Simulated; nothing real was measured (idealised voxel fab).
This section sets out a process module, namely voxel self aligned vias.
Section shown: cut. Width: 225 nm. Cell size: 5 nm, square.
Just so we're on the same page, the cross-sections are grids of square cells, and they're listed out in bands top to bottom, each band one or more rows deep.
Read a band's entry like this: the first values are the height of its top and the height of its bottom in nm, and what follows is the sequence of materials from left to right, each with its width in nm. Note that "empty" is empty space, and that a single material marked "edge to edge" reaches across the band from edge to edge.
Heights are expressed relative to 0, this being the level below which the as-received wafer comprises one material exclusively. The lowest band is unbounded in the downward direction and is denoted as in "0 nm and below".
Top row gets the first number, bottom row gets the second, and each row in between changes by the same step: that is how a band width like "30 to 40" works.
Take "remained unchanged" at face value: in the step it is given for, the cross-section changed in none of its cells.
The entry "Fully enclosed voids" lists the empty spaces that cover at least 8 cells and have no open path to the top. Each is written as width x height at distance, where the distance is measured from the left edge and all three values are in nm.
That trailing text on a step's line, after the settings, is the simulator's own remark on the step.
On any step carrying a mask, the "overlay nm" setting, if present on the step's line, tells how far right of its planned place the mask lay; negative values point to the left.

Process steps - plan
1,RECEIVE [material Si]
2,CONFORMAL_DEP [material SiO2] [thk nm 10]
3,CONFORMAL_DEP [material SiCN] [thk nm 5]
4,DIRECTIONAL_DEP [material lowk] [thk nm 20]
5,MASKED_ETCH [tone open] [mask id LINES] [width nm 30] [pitch nm 55] [etch materials lowk] [depth nm 20] [overlay nm 0]
6,CONFORMAL_DEP [material TiN] [thk nm 5]
7,FILL_DEP [material Ru] [thk nm 10]
8,CMP [height nm 35]
9,SELECTIVE_ETCH [etch materials W Ru TiN] [depth nm 5]
10,FILL_DEP [material SiN] [thk nm 5]
11,CMP [height nm 35]
12,DIRECTIONAL_DEP [material lowk] [thk nm 15]
13,DIRECTIONAL_DEP [material aC] [thk nm 10]
14,PATTERN [tone open] [mask id VIAS] [material resist] [width nm 40] [pitch nm 55] [thk nm 30] [overlay nm 0]
15,DIRECTIONAL_ETCH [etch materials aC] [depth nm 10]
16,STRIP [etch materials resist]
17,DIRECTIONAL_ETCH [etch materials lowk] [depth nm 15]
18,DIRECTIONAL_ETCH [etch materials SiN] [depth nm 5]
19,STRIP [etch materials aC]
20,CONFORMAL_DEP [material TiN] [thk nm 5]
21,FILL_DEP [material Ru] [thk nm 10]
22,CMP [height nm 50]
23,CONFORMAL_DEP [material SiN] [thk nm 5]

Cross-section: wafer on arrival = after step 1
0 nm and below: Si edge to edge
Fully enclosed voids: none

The module was run from the start shown above using the plan shown above, but one mistake was made doing it; the resulting wafer cross-section is below
55 nm to 50 nm: SiN edge to edge
50 nm to 40 nm: 35 of lowk | 5 of TiN | 30 of Ru | 5 of TiN | 15 of lowk | 5 of TiN | 30 of Ru | 5 of TiN | 15 of lowk | 5 of TiN | 30 of Ru | 5 of TiN | 40 of lowk
40 nm to 35 nm: 35 of lowk | 40 of TiN | 15 of lowk | 40 of TiN | 15 of lowk | 40 of TiN | 40 of lowk
35 nm to 30 nm: 35 of lowk | 5 of TiN | 30 of SiN | 5 of TiN | 15 of lowk | 5 of TiN | 30 of SiN | 5 of TiN | 15 of lowk | 5 of TiN | 30 of SiN | 5 of TiN | 40 of lowk
30 nm to 20 nm: 40 of lowk | 5 of TiN | 20 of Ru | 5 of TiN | 25 of lowk | 5 of TiN | 20 of Ru | 5 of TiN | 25 of lowk | 5 of TiN | 20 of Ru | 5 of TiN | 45 of lowk
20 nm to 15 nm: 40 of lowk | 30 of TiN | 25 of lowk | 30 of TiN | 25 of lowk | 30 of TiN | 45 of lowk
15 nm to 10 nm: SiCN edge to edge
10 nm to 0 nm: SiO2 edge to edge
0 nm and below: Si edge to edge
Fully enclosed voids: none
Error vs. plan: step 18: run off-plan, actual operation and settings DIRECTIONAL_ETCH [etch materials lowk] [depth nm 5]
